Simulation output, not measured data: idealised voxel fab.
process module | voxel wiring stack
cross-section cut | 210 nm wide | cells 5 nm
A cross-section is a grid of square cells, given in bands from the top down. A band is one or more rows of cells.
Each band's line starts with the height of the band's top and of its bottom, in nm. Then come its materials from left to right, each with its width in nm. One material with "throughout" fills the band from edge to edge. "air" is empty space.
Height 0 is the level under which the wafer as received is all one material. The lowest band goes on downwards, as in "0 down".
A width such as "30 to 40" changes by the same amount from each row of cells to the next, from the band's top row to its bottom row.
"no change" after a step means that no cell of the cross-section changed.
closed voids: empty space of 8 cells or more with no open way to the top, each as width x height at its distance from the left edge, in nm
after a step's settings: what the simulator itself notes on the step
overlay nm, on a step with a mask: how far to the right of its planned place the mask lay; to the left if negative
plan
1 op RECEIVE | material Si
2 op CONFORMAL_DEP | material SiO2 | thk nm 10
3 op CONFORMAL_DEP | material SiN | thk nm 5
4 op DIRECTIONAL_DEP | material SiO2 | thk nm 25
5 op DIRECTIONAL_DEP | material aC | thk nm 10
6 op PATTERN | tone open | mask id METAL_1 | material resist | width nm 25 | pitch nm 50 | thk nm 30 | overlay nm 0
7 op DIRECTIONAL_ETCH | etch materials aC | depth nm 10
8 op STRIP | etch materials resist
9 op DIRECTIONAL_ETCH | etch materials SiO2 | depth nm 25
10 op DIRECTIONAL_ETCH | etch materials SiN | depth nm 5
11 op STRIP | etch materials aC
12 op CONFORMAL_DEP | material TiN | thk nm 5
13 op FILL_DEP | material Cu | thk nm 5
14 op CMP | height nm 40
15 op CONFORMAL_DEP | material SiCN | thk nm 5
16 op DIRECTIONAL_DEP | material SiO2 | thk nm 25
17 op MASKED_ETCH | tone open | mask id METAL_2_HOLES | width nm 15 | pitch nm 50 | etch materials SiO2 | depth nm 25 | overlay nm 0
18 op MASKED_ETCH | tone open | mask id METAL_2 | width nm 25 | pitch nm 50 | etch materials SiO2 | depth nm 15 | overlay nm 0
19 op MASKED_ETCH | tone open | mask id METAL_2 | width nm 25 | pitch nm 50 | etch materials SiCN | depth nm 5 | overlay nm 0
20 op CONFORMAL_DEP | material TiN | thk nm 5
21 op FILL_DEP | material Cu | thk nm 10
22 op CMP | height nm 70
23 op CONFORMAL_DEP | material SiCN | thk nm 5
24 op DIRECTIONAL_DEP | material lowk | thk nm 35
25 op PATTERN | tone open | mask id METAL_3 | material resist | width nm 25 | pitch nm 50 | thk nm 15 | overlay nm 0
26 op DIRECTIONAL_ETCH | etch materials lowk | depth nm 20
27 op STRIP | etch materials resist
28 op DIRECTIONAL_DEP | material aC | thk nm 15
29 op PATTERN | tone open | mask id METAL_3_HOLES | material resist | width nm 15 | pitch nm 50 | thk nm 35 | overlay nm 0
30 op DIRECTIONAL_ETCH | etch materials aC | depth nm 15
31 op STRIP | etch materials resist
32 op DIRECTIONAL_ETCH | etch materials lowk | depth nm 15
33 op DIRECTIONAL_ETCH | etch materials SiCN | depth nm 5
34 op STRIP | etch materials aC
35 op CONFORMAL_DEP | material TiN | thk nm 5
36 op FILL_DEP | material Cu | thk nm 5
37 op CMP | height nm 110
38 op CONFORMAL_DEP | material SiN | thk nm 5
as received, after step 1
  0 down: Si throughout
  closed voids: none
first wafer at the end, as planned
  115 to 110: SiN throughout
  110 to 95: lowk 15 | TiN 5 | Cu 15 | TiN 5 | lowk 25 | TiN 5 | Cu 15 | TiN 5 | lowk 25 | TiN 5 | Cu 15 | TiN 5 | lowk 25 | TiN 5 | Cu 15 | TiN 5 | lowk 20
  95 to 90: lowk 15 | TiN 5 | Cu 5 | TiN 15 | lowk 25 | TiN 5 | Cu 5 | TiN 15 | lowk 25 | TiN 5 | Cu 5 | TiN 15 | lowk 25 | TiN 5 | Cu 5 | TiN 15 | lowk 20
  90 to 75: lowk 15 | TiN 5 | Cu 5 | TiN 5 | lowk 35 | TiN 5 | Cu 5 | TiN 5 | lowk 35 | TiN 5 | Cu 5 | TiN 5 | lowk 35 | TiN 5 | Cu 5 | TiN 5 | lowk 30
  75 to 70: SiCN 15 | TiN 15 | SiCN 35 | TiN 15 | SiCN 35 | TiN 15 | SiCN 35 | TiN 15 | SiCN 30
  70 to 60: SiO2 15 | TiN 5 | Cu 15 | TiN 5 | SiO2 25 | TiN 5 | Cu 15 | TiN 5 | SiO2 25 | TiN 5 | Cu 15 | TiN 5 | SiO2 25 | TiN 5 | Cu 15 | TiN 5 | SiO2 20
  60 to 55: SiO2 15 | TiN 5 | Cu 5 | TiN 15 | SiO2 25 | TiN 5 | Cu 5 | TiN 15 | SiO2 25 | TiN 5 | Cu 5 | TiN 15 | SiO2 25 | TiN 5 | Cu 5 | TiN 15 | SiO2 20
  55 to 45: SiO2 15 | TiN 5 | Cu 5 | TiN 5 | SiO2 35 | TiN 5 | Cu 5 | TiN 5 | SiO2 35 | TiN 5 | Cu 5 | TiN 5 | SiO2 35 | TiN 5 | Cu 5 | TiN 5 | SiO2 30
  45 to 40: SiCN 15 | TiN 15 | SiCN 35 | TiN 15 | SiCN 35 | TiN 15 | SiCN 35 | TiN 15 | SiCN 30
  40 to 15: SiO2 15 | TiN 5 | Cu 15 | TiN 5 | SiO2 25 | TiN 5 | Cu 15 | TiN 5 | SiO2 25 | TiN 5 | Cu 15 | TiN 5 | SiO2 25 | TiN 5 | Cu 15 | TiN 5 | SiO2 20
  15 to 10: SiN 15 | TiN 25 | SiN 25 | TiN 25 | SiN 25 | TiN 25 | SiN 25 | TiN 25 | SiN 20
  10 to 0: SiO2 throughout
  0 down: Si throughout
  closed voids: none
second wafer at the end: like start, like plan, one mistake
  115 to 110: SiN throughout
  110 to 95: lowk 15 | TiN 5 | Cu 15 | TiN 5 | lowk 25 | TiN 5 | Cu 15 | TiN 5 | lowk 25 | TiN 5 | Cu 15 | TiN 5 | lowk 25 | TiN 5 | Cu 15 | TiN 5 | lowk 20
  95 to 90: lowk 15 | TiN 5 | Cu 10 | TiN 10 | lowk 25 | TiN 5 | Cu 10 | TiN 10 | lowk 25 | TiN 5 | Cu 10 | TiN 10 | lowk 25 | TiN 5 | Cu 10 | TiN 10 | lowk 20
  90 to 75: lowk 15 | TiN 5 | Cu 10 | TiN 5 | lowk 30 | TiN 5 | Cu 10 | TiN 5 | lowk 30 | TiN 5 | Cu 10 | TiN 5 | lowk 30 | TiN 5 | Cu 10 | TiN 5 | lowk 25
  75 to 70: SiCN 15 | TiN 20 | SiCN 30 | TiN 20 | SiCN 30 | TiN 20 | SiCN 30 | TiN 20 | SiCN 25
  70 to 60: SiO2 15 | TiN 5 | Cu 15 | TiN 5 | SiO2 25 | TiN 5 | Cu 15 | TiN 5 | SiO2 25 | TiN 5 | Cu 15 | TiN 5 | SiO2 25 | TiN 5 | Cu 15 | TiN 5 | SiO2 20
  60 to 55: SiO2 15 | TiN 5 | Cu 5 | TiN 15 | SiO2 25 | TiN 5 | Cu 5 | TiN 15 | SiO2 25 | TiN 5 | Cu 5 | TiN 15 | SiO2 25 | TiN 5 | Cu 5 | TiN 15 | SiO2 20
  55 to 45: SiO2 15 | TiN 5 | Cu 5 | TiN 5 | SiO2 35 | TiN 5 | Cu 5 | TiN 5 | SiO2 35 | TiN 5 | Cu 5 | TiN 5 | SiO2 35 | TiN 5 | Cu 5 | TiN 5 | SiO2 30
  45 to 40: SiCN 15 | TiN 15 | SiCN 35 | TiN 15 | SiCN 35 | TiN 15 | SiCN 35 | TiN 15 | SiCN 30
  40 to 15: SiO2 15 | TiN 5 | Cu 15 | TiN 5 | SiO2 25 | TiN 5 | Cu 15 | TiN 5 | SiO2 25 | TiN 5 | Cu 15 | TiN 5 | SiO2 25 | TiN 5 | Cu 15 | TiN 5 | SiO2 20
  15 to 10: SiN 15 | TiN 25 | SiN 25 | TiN 25 | SiN 25 | TiN 25 | SiN 25 | TiN 25 | SiN 20
  10 to 0: SiO2 throughout
  0 down: Si throughout
  closed voids: none
what went wrong: step 29 ran as: op PATTERN | tone open | mask id METAL_3_HOLES | material resist | width nm 20 | pitch nm 50 | thk nm 35 | overlay nm 0
at the end the second wafer has, in cells: 16 more of Cu | 4 fewer of SiCN | 12 fewer of lowk
